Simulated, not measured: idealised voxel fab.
Title: Process Module voxel gate over fins
Section cut is 210 nm wide and gridded with 5 nm square cells.
Bands, listed from the top down, are how a cross-section gets written in this document; the cross-section itself is a grid of square cells, and a band is one or more rows of them.
Read a band's entry like this: the first values are the height of its top and the height of its bottom in nm, and what follows is the sequence of materials from left to right, each with its width in nm. Note that "blank" is empty space, and that a single material marked "full width" reaches across the band from edge to edge.
It should be noted that heights are counted from 0, beneath which the wafer as supplied is of one material throughout, and that the lowest band possesses no lower boundary but continues downward, as written in "z 0 and below".
You'd read "30..40" like this: the band's top row of cells is as wide as the first number, its bottom row is as wide as the second, and going down, every row changes width by the same amount as the row before did.
Reading "nothing different" for a step: not a cell of the cross-section changed in it.
The list in "Closed void catalog" covers empty spaces of 8 cells or more that cannot reach the top through any open way, and it gives each as width x height at distance; the distance is from the left edge, and width, height and distance are in nm.
On each step's line, the part that comes after the settings is the simulator's own comment on the step.
What "overlay nm" on a step's line means: if the step has a mask, that mask lay this far to the right of its planned place, or, when the value is negative, to the left.
# Process steps (planned)
1,RECEIVE | material Si
2,CONFORMAL_DEP | material SiN | thk nm 5
3,DIRECTIONAL_DEP | material aC | thk nm 10
4,PATTERN | tone cover | mask id FINS | material resist | width nm 15 | pitch nm 60 | thk nm 25 | overlay nm 0
5,DIRECTIONAL_ETCH | etch materials aC | depth nm 10
6,STRIP | etch materials resist
7,DIRECTIONAL_ETCH | etch materials SiN | depth nm 5
8,DIRECTIONAL_ETCH | etch materials Si | depth nm 35
9,STRIP | etch materials aC
10,FILL_DEP | material SiO2 | thk nm 5
11,CMP | height nm 5
12,DIRECTIONAL_DEP | material aC | thk nm 10
13,PATTERN | tone open | mask id RAIL | material resist | width nm 15 | thk nm 25 | overlay nm -15
14,DIRECTIONAL_ETCH | etch materials aC | depth nm 10
15,STRIP | etch materials resist
16,DIRECTIONAL_ETCH | etch materials SiO2 | depth nm 35
17,STRIP | etch materials aC
18,CONFORMAL_DEP | material TiN | thk nm 5
19,FILL_DEP | material Ru | thk nm 5
20,CMP | height nm 5
21,SELECTIVE_ETCH | etch materials W Ru TiN | depth nm 20
22,FILL_DEP | material SiO2 | thk nm 5
23,CMP | height nm 5
24,SELECTIVE_ETCH | etch materials SiO2 | depth nm 15
25,STRIP | etch materials SiN
26,CONFORMAL_DEP | material HfO2 | thk nm 5
27,CONFORMAL_DEP | material TiN | thk nm 5
28,FILL_DEP | material W | thk nm 10
29,CMP | height nm 15
30,CONFORMAL_DEP | material SiN | thk nm 10
The plan shows the overlay nm of step 13 as the first wafer had it; this setting differs between the wafers, which start out alike.
# Received condition of the first of several wafers, sectioned: post-step 1
z 0 and below = Si full width
Closed void catalog: none
# Wafer rows, end of module: cells per material gained (+) or lost (-) since receipt; closed voids last
overlay nm -15 | +50 HfO2 | +2 Ru | -252 Si | +84 SiN | +171 SiO2 | +57 TiN | +98 W | Closed void catalog: none
overlay nm -10 | +50 HfO2 | +2 Ru | -252 Si | +84 SiN | +171 SiO2 | +57 TiN | +98 W | Closed void catalog: none
overlay nm -5 | +50 HfO2 | +2 Ru | -252 Si | +84 SiN | +171 SiO2 | +57 TiN | +98 W | Closed void catalog: none
overlay nm 0 | +50 HfO2 | +2 Ru | -252 Si | +84 SiN | +171 SiO2 | +57 TiN | +98 W | Closed void catalog: none
overlay nm 5 | +50 HfO2 | +2 Ru | -252 Si | +84 SiN | +171 SiO2 | +57 TiN | +98 W | Closed void catalog: none
overlay nm 10 | +50 HfO2 | +2 Ru | -252 Si | +84 SiN | +171 SiO2 | +57 TiN | +98 W | Closed void catalog: none
overlay nm 15 | +50 HfO2 | +2 Ru | -252 Si | +84 SiN | +171 SiO2 | +57 TiN | +98 W | Closed void catalog: none
